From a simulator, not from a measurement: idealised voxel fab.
This section sets out a process module, namely voxel wiring stack.
Pictured: cross-section cut, 205 nm wide, on a grid of 5 nm square cells.
Cross-section = grid of square cells, listed top down in bands; band = one or more rows. Read a band's entry like this: the first values are the height of its top and the height of its bottom in nm, and what follows is the sequence of materials from left to right, each with its width in nm. Note that "air" is empty space, and that a single material marked "all across" reaches across the band from edge to edge. Heights from 0 (as-received wafer is one material below). Bottom band endless downward, as "from 0 down". Width "30->40": first value at the band's top row of cells, second value at its bottom row, equal change from row to row. You'll sometimes find "stayed the same" written for a step, and that's the way of saying that nowhere in the cross-section did a cell change during that step. Entry "Voids, sealed" = empty spaces >= 8 cells with no open way to the top; each as width x height at distance, distance from left edge, all nm. It should be noted that, on the line of a given step, the content following the step's settings is a remark produced by the simulator itself with respect to that step. Regarding "overlay nm": on a step with a mask, it is the distance the mask lay to the right of its planned place; a negative value places it to the left.

**The steps planned for the process are as follows**
step 1: RECEIVE with material Si
step 2: CONFORMAL_DEP with material SiO2, thk nm 10
step 3: DIRECTIONAL_DEP with material TiN, thk nm 5
step 4: DIRECTIONAL_DEP with material Ru, thk nm 25
step 5: PATTERN with tone cover, mask id METAL_1, material resist, width nm 30, pitch nm 50, thk nm 20, overlay nm 0
step 6: DIRECTIONAL_ETCH with etch materials Ru, depth nm 25
step 7: DIRECTIONAL_ETCH with etch materials TiN, depth nm 5
step 8: STRIP with etch materials resist
step 9: FILL_DEP with material SiO2, thk nm 10
step 10: CMP with height nm 40
step 11: CONFORMAL_DEP with material SiCN, thk nm 5
step 12: DIRECTIONAL_DEP with material SiO2, thk nm 15
step 13: MASKED_ETCH with tone open, mask id PLUG_1, width nm 15, pitch nm 50, etch materials SiO2, depth nm 15, overlay nm 0
step 14: MASKED_ETCH with tone open, mask id PLUG_1, width nm 15, pitch nm 50, etch materials SiCN, depth nm 5, overlay nm 0
step 15: CONFORMAL_DEP with material TiN, thk nm 5
step 16: FILL_DEP with material Cu, thk nm 5
step 17: CMP with height nm 60
step 18: CONFORMAL_DEP with material SiN, thk nm 5
step 19: DIRECTIONAL_DEP with material SiO2, thk nm 25
step 20: DIRECTIONAL_DEP with material aC, thk nm 10
step 21: PATTERN with tone open, mask id METAL_2, material resist, width nm 30, pitch nm 50, thk nm 25, overlay nm 0
step 22: DIRECTIONAL_ETCH with etch materials aC, depth nm 10
step 23: STRIP with etch materials resist
step 24: DIRECTIONAL_ETCH with etch materials SiO2, depth nm 25
step 25: DIRECTIONAL_ETCH with etch materials SiN, depth nm 5
step 26: STRIP with etch materials aC
step 27: CONFORMAL_DEP with material TiN, thk nm 5
step 28: FILL_DEP with material Cu, thk nm 5
step 29: CMP with height nm 90
step 30: CONFORMAL_DEP with material SiCN, thk nm 5

**First wafer, two in total, run as planned**

**Wafer as received: cross-section following step 1**
	from 0 down | Si all across
	Voids, sealed: none

**Cross-sectional representation of the wafer at the conclusion of step 2**
	from 10 to 0 | SiO2 all across
	Under 0: no change, same as before.

**Cross-sectional representation of the wafer at the conclusion of step 3**
	from 15 to 10 | TiN all across
	Under 10: no change, same as before.

**Cross-sectional representation of the wafer at the conclusion of step 4**
	from 40 to 15 | Ru all across
	Under 15: no change, same as before.

**Cross-sectional representation of the wafer at the conclusion of step 5**
	from 60 to 40 | 35 of air | 30 of resist | 20 of air | 30 of resist | 20 of air | 30 of resist | 40 of air
	Under 40: no change, same as before.

**Cross-sectional representation of the wafer at the conclusion of step 6**
	from 60 to 40 | 35 of air | 30 of resist | 20 of air | 30 of resist | 20 of air | 30 of resist | 40 of air
	from 40 to 15 | 35 of air | 30 of Ru | 20 of air | 30 of Ru | 20 of air | 30 of Ru | 40 of air
	Under 15: no change, same as before.

**Cross-sectional representation of the wafer at the conclusion of step 7**
	from 60 to 40 | 35 of air | 30 of resist | 20 of air | 30 of resist | 20 of air | 30 of resist | 40 of air
	from 40 to 15 | 35 of air | 30 of Ru | 20 of air | 30 of Ru | 20 of air | 30 of Ru | 40 of air
	from 15 to 10 | 35 of air | 30 of TiN | 20 of air | 30 of TiN | 20 of air | 30 of TiN | 40 of air
	Under 10: no change, same as before.

**Cross-sectional representation of the wafer at the conclusion of step 8**
	from 40 to 15 | 35 of air | 30 of Ru | 20 of air | 30 of Ru | 20 of air | 30 of Ru | 40 of air
	Under 15: no change, same as before.

**Cross-sectional representation of the wafer at the conclusion of step 9**
	from 50 to 40 | SiO2 all across
	from 40 to 15 | 35 of SiO2 | 30 of Ru | 20 of SiO2 | 30 of Ru | 20 of SiO2 | 30 of Ru | 40 of SiO2
	from 15 to 10 | 35 of SiO2 | 30 of TiN | 20 of SiO2 | 30 of TiN | 20 of SiO2 | 30 of TiN | 40 of SiO2
	Under 10: no change, same as before.

**Cross-sectional representation of the wafer at the conclusion of step 10**
	from 40 to 15 | 35 of SiO2 | 30 of Ru | 20 of SiO2 | 30 of Ru | 20 of SiO2 | 30 of Ru | 40 of SiO2
	Under 15: no change, same as before.

**Cross-sectional representation of the wafer at the conclusion of step 11**
	from 45 to 40 | SiCN all across
	Under 40: no change, same as before.

**Cross-sectional representation of the wafer at the conclusion of step 12**
	from 60 to 45 | SiO2 all across
	Under 45: no change, same as before.

**Cross-sectional representation of the wafer at the conclusion of step 13**
	from 60 to 45 | 35 of SiO2 | 15 of air | 35 of SiO2 | 15 of air | 35 of SiO2 | 15 of air | 55 of SiO2
	Under 45: no change, same as before.

**Cross-sectional representation of the wafer at the conclusion of step 14**
	from 60 to 45 | 35 of SiO2 | 15 of air | 35 of SiO2 | 15 of air | 35 of SiO2 | 15 of air | 55 of SiO2
	from 45 to 40 | 35 of SiCN | 15 of air | 35 of SiCN | 15 of air | 35 of SiCN | 15 of air | 55 of SiCN
	Under 40: no change, same as before.

**Cross-sectional representation of the wafer at the conclusion of step 15**
	from 65 to 60 | 40 of TiN | 5 of air | 45 of TiN | 5 of air | 45 of TiN | 5 of air | 60 of TiN
	from 60 to 45 | 35 of SiO2 | 5 of TiN | 5 of air | 5 of TiN | 35 of SiO2 | 5 of TiN | 5 of air | 5 of TiN | 35 of SiO2 | 5 of TiN | 5 of air | 5 of TiN | 55 of SiO2
	from 45 to 40 | 35 of SiCN | 15 of TiN | 35 of SiCN | 15 of TiN | 35 of SiCN | 15 of TiN | 55 of SiCN
	Under 40: no change, same as before.

**Cross-sectional representation of the wafer at the conclusion of step 16**
	from 70 to 65 | Cu all across
	from 65 to 60 | 40 of TiN | 5 of Cu | 45 of TiN | 5 of Cu | 45 of TiN | 5 of Cu | 60 of TiN
	from 60 to 45 | 35 of SiO2 | 5 of TiN | 5 of Cu | 5 of TiN | 35 of SiO2 | 5 of TiN | 5 of Cu | 5 of TiN | 35 of SiO2 | 5 of TiN | 5 of Cu | 5 of TiN | 55 of SiO2
	Under 45: no change, same as before.

**Cross-sectional representation of the wafer at the conclusion of step 17**
	from 60 to 45 | 35 of SiO2 | 5 of TiN | 5 of Cu | 5 of TiN | 35 of SiO2 | 5 of TiN | 5 of Cu | 5 of TiN | 35 of SiO2 | 5 of TiN | 5 of Cu | 5 of TiN | 55 of SiO2
	Under 45: no change, same as before.

**Cross-sectional representation of the wafer at the conclusion of step 18**
	from 65 to 60 | SiN all across
	Under 60: no change, same as before.

**Cross-sectional representation of the wafer at the conclusion of step 19**
	from 90 to 65 | SiO2 all across
	Under 65: no change, same as before.

**Cross-sectional representation of the wafer at the conclusion of step 20**
	from 100 to 90 | aC all across
	Under 90: no change, same as before.

**Cross-sectional representation of the wafer at the conclusion of step 21**
	from 125 to 100 | 35 of resist | 30 of air | 20 of resist | 30 of air | 20 of resist | 30 of air | 40 of resist
	Under 100: no change, same as before.

**Cross-sectional representation of the wafer at the conclusion of step 22**
	from 115 to 100 | 35 of resist | 30 of air | 20 of resist | 30 of air | 20 of resist | 30 of air | 40 of resist
	from 100 to 90 | 35 of aC | 30 of air | 20 of aC | 30 of air | 20 of aC | 30 of air | 40 of aC
	Under 90: no change, same as before.

**Cross-sectional representation of the wafer at the conclusion of step 23**
	from 100 to 90 | 35 of aC | 30 of air | 20 of aC | 30 of air | 20 of aC | 30 of air | 40 of aC
	Under 90: no change, same as before.

**Cross-sectional representation of the wafer at the conclusion of step 24**
	from 100 to 90 | 35 of aC | 30 of air | 20 of aC | 30 of air | 20 of aC | 30 of air | 40 of aC
	from 90 to 65 | 35 of SiO2 | 30 of air | 20 of SiO2 | 30 of air | 20 of SiO2 | 30 of air | 40 of SiO2
	Under 65: no change, same as before.

**Cross-sectional representation of the wafer at the conclusion of step 25**
	from 100 to 90 | 35 of aC | 30 of air | 20 of aC | 30 of air | 20 of aC | 30 of air | 40 of aC
	from 90 to 65 | 35 of SiO2 | 30 of air | 20 of SiO2 | 30 of air | 20 of SiO2 | 30 of air | 40 of SiO2
	from 65 to 60 | 35 of SiN | 30 of air | 20 of SiN | 30 of air | 20 of SiN | 30 of air | 40 of SiN
	Under 60: no change, same as before.

**Cross-sectional representation of the wafer at the conclusion of step 26**
	from 90 to 65 | 35 of SiO2 | 30 of air | 20 of SiO2 | 30 of air | 20 of SiO2 | 30 of air | 40 of SiO2
	Under 65: no change, same as before.

**Cross-sectional representation of the wafer at the conclusion of step 27**
	from 95 to 90 | 40 of TiN | 20 of air | 30 of TiN | 20 of air | 30 of TiN | 20 of air | 45 of TiN
	from 90 to 65 | 35 of SiO2 | 5 of TiN | 20 of air | 5 of TiN | 20 of SiO2 | 5 of TiN | 20 of air | 5 of TiN | 20 of SiO2 | 5 of TiN | 20 of air | 5 of TiN | 40 of SiO2
	from 65 to 60 | 35 of SiN | 30 of TiN | 20 of SiN | 30 of TiN | 20 of SiN | 30 of TiN | 40 of SiN
	Under 60: no change, same as before.

**Cross-sectional representation of the wafer at the conclusion of step 28**
	from 100 to 95 | Cu all across
	from 95 to 90 | 40 of TiN | 20 of Cu | 30 of TiN | 20 of Cu | 30 of TiN | 20 of Cu | 45 of TiN
	from 90 to 65 | 35 of SiO2 | 5 of TiN | 20 of Cu | 5 of TiN | 20 of SiO2 | 5 of TiN | 20 of Cu | 5 of TiN | 20 of SiO2 | 5 of TiN | 20 of Cu | 5 of TiN | 40 of SiO2
	Under 65: no change, same as before.

**Cross-sectional representation of the wafer at the conclusion of step 29**
	from 90 to 65 | 35 of SiO2 | 5 of TiN | 20 of Cu | 5 of TiN | 20 of SiO2 | 5 of TiN | 20 of Cu | 5 of TiN | 20 of SiO2 | 5 of TiN | 20 of Cu | 5 of TiN | 40 of SiO2
	Under 65: no change, same as before.

**Cross-sectional representation of the wafer at the conclusion of step 30**
	from 95 to 90 | SiCN all across
	Under 90: no change, same as before.

**Second wafer, same starting conditions and recipe as the first, one mistake in executing it, nothing differs from the first up to and including step 21**

**Cross-section, second wafer, at the end time the plan gives for step 22**
	from 105 to 100 | 35 of resist | 30 of air | 20 of resist | 30 of air | 20 of resist | 30 of air | 40 of resist
	from 100 to 90 | 35 of aC | 30 of air | 20 of aC | 30 of air | 20 of aC | 30 of air | 40 of aC
	Under 90: no change, same as before.

**Cross-section, second wafer, at the end time the plan gives for step 23**
	from 100 to 90 | 35 of aC | 30 of air | 20 of aC | 30 of air | 20 of aC | 30 of air | 40 of aC
	Under 90: no change, same as before.

**Cross-section, second wafer, at the end time the plan gives for step 24**
	from 100 to 90 | 35 of aC | 30 of air | 20 of aC | 30 of air | 20 of aC | 30 of air | 40 of aC
	from 90 to 65 | 35 of SiO2 | 30 of air | 20 of SiO2 | 30 of air | 20 of SiO2 | 30 of air | 40 of SiO2
	Under 65: no change, same as before.

**Cross-section, second wafer, at the end time the plan gives for step 25**
	from 100 to 90 | 35 of aC | 30 of air | 20 of aC | 30 of air | 20 of aC | 30 of air | 40 of aC
	from 90 to 65 | 35 of SiO2 | 30 of air | 20 of SiO2 | 30 of air | 20 of SiO2 | 30 of air | 40 of SiO2
	from 65 to 60 | 35 of SiN | 30 of air | 20 of SiN | 30 of air | 20 of SiN | 30 of air | 40 of SiN
	Under 60: no change, same as before.

**Cross-section, second wafer, at the end time the plan gives for step 26**
	from 90 to 65 | 35 of SiO2 | 30 of air | 20 of SiO2 | 30 of air | 20 of SiO2 | 30 of air | 40 of SiO2
	Under 65: no change, same as before.

**Cross-section, second wafer, at the end time the plan gives for step 27**
	from 95 to 90 | 40 of TiN | 20 of air | 30 of TiN | 20 of air | 30 of TiN | 20 of air | 45 of TiN
	from 90 to 65 | 35 of SiO2 | 5 of TiN | 20 of air | 5 of TiN | 20 of SiO2 | 5 of TiN | 20 of air | 5 of TiN | 20 of SiO2 | 5 of TiN | 20 of air | 5 of TiN | 40 of SiO2
	from 65 to 60 | 35 of SiN | 30 of TiN | 20 of SiN | 30 of TiN | 20 of SiN | 30 of TiN | 40 of SiN
	Under 60: no change, same as before.

**Cross-section, second wafer, at the end time the plan gives for step 28**
	from 100 to 95 | Cu all across
	from 95 to 90 | 40 of TiN | 20 of Cu | 30 of TiN | 20 of Cu | 30 of TiN | 20 of Cu | 45 of TiN
	from 90 to 65 | 35 of SiO2 | 5 of TiN | 20 of Cu | 5 of TiN | 20 of SiO2 | 5 of TiN | 20 of Cu | 5 of TiN | 20 of SiO2 | 5 of TiN | 20 of Cu | 5 of TiN | 40 of SiO2
	Under 65: no change, same as before.

**Cross-section, second wafer, at the end time the plan gives for step 29**
	from 90 to 65 | 35 of SiO2 | 5 of TiN | 20 of Cu | 5 of TiN | 20 of SiO2 | 5 of TiN | 20 of Cu | 5 of TiN | 20 of SiO2 | 5 of TiN | 20 of Cu | 5 of TiN | 40 of SiO2
	Under 65: no change, same as before.

**Cross-section, second wafer, at the end time the plan gives for step 30**
	from 95 to 90 | SiCN all across
	Under 90: no change, same as before.
Here's what went sideways: yeah, plan step 22 got run twice
The final cross-section is the same for the two wafers, so this model computes the same thing whether or not the mistake was made.
